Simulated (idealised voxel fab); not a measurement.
The document below concerns the process module designated voxel released beams.
The cross-section on display is named cut; it measures 210 nm wide, and its cells are 5 nm squares.
Reading order for cross-sections: top band down to bottom band. Underlying form: a grid of square cells. Band size: one or more rows of cells. Per band: top height and bottom height in nm, followed by the left-to-right materials and their widths in nm; "throughout" marks a single material spanning edge to edge, "air" marks empty space. Height reference: 0 = level under which incoming wafer is all one material. Lowest band: no bottom, runs on downward, e.g. "0 down". A width given as "30..40" starts at the first number in the band's top row and ends at the second number in its bottom row, shifting by an equal amount at every step from row to row. "no change", as given for a step, is the statement that not any cell of the cross-section underwent a change during that step. "Closed internal cavities" contains a list of empty spaces, each no smaller than 8 cells and without an open way to the top, written in the form width x height at distance with the distance from the left edge and all three in nm. Text after the settings on a step's line: the simulator's own remark on that step. overlay nm: on a step with a mask, how far right of its planned place the mask lay; negative means left.
**Set out below are the planned steps of the process**
| 1 | RECEIVE | material Si |
| 2 | CONFORMAL_DEP | material Al2O3 | thk nm 5 |
| 3 | DIRECTIONAL_DEP | material SiO2 | thk nm 15 |
| 4 | DIRECTIONAL_DEP | material aC | thk nm 15 |
| 5 | PATTERN | tone open | mask id ANCHOR | material resist | width nm 30 | thk nm 30 | overlay nm 0 |
| 6 | DIRECTIONAL_ETCH | etch materials aC | depth nm 15 |
| 7 | STRIP | etch materials resist |
| 8 | DIRECTIONAL_ETCH | etch materials SiO2 | depth nm 15 |
| 9 | STRIP | etch materials aC |
| 10 | CONFORMAL_DEP | material SiN | thk nm 10 |
| 11 | MASKED_ETCH | tone cover | mask id BEAM | width nm 90 | etch materials SiN | depth nm 10 | overlay nm 0 |
| 12 | STRIP | etch materials SiO2 |
**What follows covers the first of two wafers; it ran as planned**
**Shown in cross-section is the wafer as received, that is, as it stands after step 1**
0 down = Si throughout
Closed internal cavities: none
**The wafer in cross-section once step 2 is complete**
5 to 0 = Al2O3 throughout
Below a height of 0, the structure has not been altered.
**The wafer in cross-section once step 3 is complete**
20 to 5 = SiO2 throughout
Below a height of 5, the structure has not been altered.
**The wafer in cross-section once step 4 is complete**
35 to 20 = aC throughout
Below a height of 20, the structure has not been altered.
**The wafer in cross-section once step 5 is complete**
65 to 35 = resist: 60  air: 30  resist: 120
Below a height of 35, the structure has not been altered.
**The wafer in cross-section once step 6 is complete**
50 to 35 = resist: 60  air: 30  resist: 120
35 to 20 = aC: 60  air: 30  aC: 120
Below a height of 20, the structure has not been altered.
**The wafer in cross-section once step 7 is complete**
35 to 20 = aC: 60  air: 30  aC: 120
Below a height of 20, the structure has not been altered.
**The wafer in cross-section once step 8 is complete**
35 to 20 = aC: 60  air: 30  aC: 120
20 to 5 = SiO2: 60  air: 30  SiO2: 120
Below a height of 5, the structure has not been altered.
**The wafer in cross-section once step 9 is complete**
20 to 5 = SiO2: 60  air: 30  SiO2: 120
Below a height of 5, the structure has not been altered.
**The wafer in cross-section once step 10 is complete**
30 to 20 = SiN: 70  air: 10  SiN: 130
20 to 15 = SiO2: 60  SiN: 10  air: 10  SiN: 10  SiO2: 120
15 to 5 = SiO2: 60  SiN: 30  SiO2: 120
Below a height of 5, the structure has not been altered.
**The wafer in cross-section once step 11 is complete**
30 to 20 = air: 55  SiN: 15  air: 10  SiN: 65  air: 65
Below a height of 20, the structure has not been altered.
**The wafer in cross-section once step 12 is complete**
30 to 20 = air: 55  SiN: 15  air: 10  SiN: 65  air: 65
20 to 15 = air: 60  SiN: 10  air: 10  SiN: 10  air: 120
15 to 5 = air: 60  SiN: 30  air: 120
Below a height of 5, the structure has not been altered.
**The second wafer was prepared from the same starting point and under the same plan as the first; its processing contained one mistake, and it remains indistinguishable from the first wafer up to and including step 1**
**Second wafer, section view, time point: scheduled end of step 2**
15 to 0 = Al2O3 throughout
Below a height of 0, the structure has not been altered.
**Second wafer, section view, time point: scheduled end of step 3**
30 to 15 = SiO2 throughout
Below a height of 15, the structure has not been altered.
**Second wafer, section view, time point: scheduled end of step 4**
45 to 30 = aC throughout
Below a height of 30, the structure has not been altered.
**Second wafer, section view, time point: scheduled end of step 5**
75 to 45 = resist: 60  air: 30  resist: 120
Below a height of 45, the structure has not been altered.
**Second wafer, section view, time point: scheduled end of step 6**
60 to 45 = resist: 60  air: 30  resist: 120
45 to 30 = aC: 60  air: 30  aC: 120
Below a height of 30, the structure has not been altered.
**Second wafer, section view, time point: scheduled end of step 7**
45 to 30 = aC: 60  air: 30  aC: 120
Below a height of 30, the structure has not been altered.
**Second wafer, section view, time point: scheduled end of step 8**
45 to 30 = aC: 60  air: 30  aC: 120
30 to 15 = SiO2: 60  air: 30  SiO2: 120
Below a height of 15, the structure has not been altered.
**Second wafer, section view, time point: scheduled end of step 9**
30 to 15 = SiO2: 60  air: 30  SiO2: 120
Below a height of 15, the structure has not been altered.
**Second wafer, section view, time point: scheduled end of step 10**
40 to 30 = SiN: 70  air: 10  SiN: 130
30 to 25 = SiO2: 60  SiN: 10  air: 10  SiN: 10  SiO2: 120
25 to 15 = SiO2: 60  SiN: 30  SiO2: 120
Below a height of 15, the structure has not been altered.
**Second wafer, section view, time point: scheduled end of step 11**
40 to 30 = air: 55  SiN: 15  air: 10  SiN: 65  air: 65
Below a height of 30, the structure has not been altered.
**Second wafer, section view, time point: scheduled end of step 12**
40 to 30 = air: 55  SiN: 15  air: 10  SiN: 65  air: 65
30 to 25 = air: 60  SiN: 10  air: 10  SiN: 10  air: 120
25 to 15 = air: 60  SiN: 30  air: 120
Below a height of 15, the structure has not been altered.
Want to know what went wrong? note that step 2 departed from the planned setting and was carried out as CONFORMAL_DEP | material Al2O3 | thk nm 15
Final difference in cells, second wafer against first, listed per material as more or fewer: Al2O3: 84 more
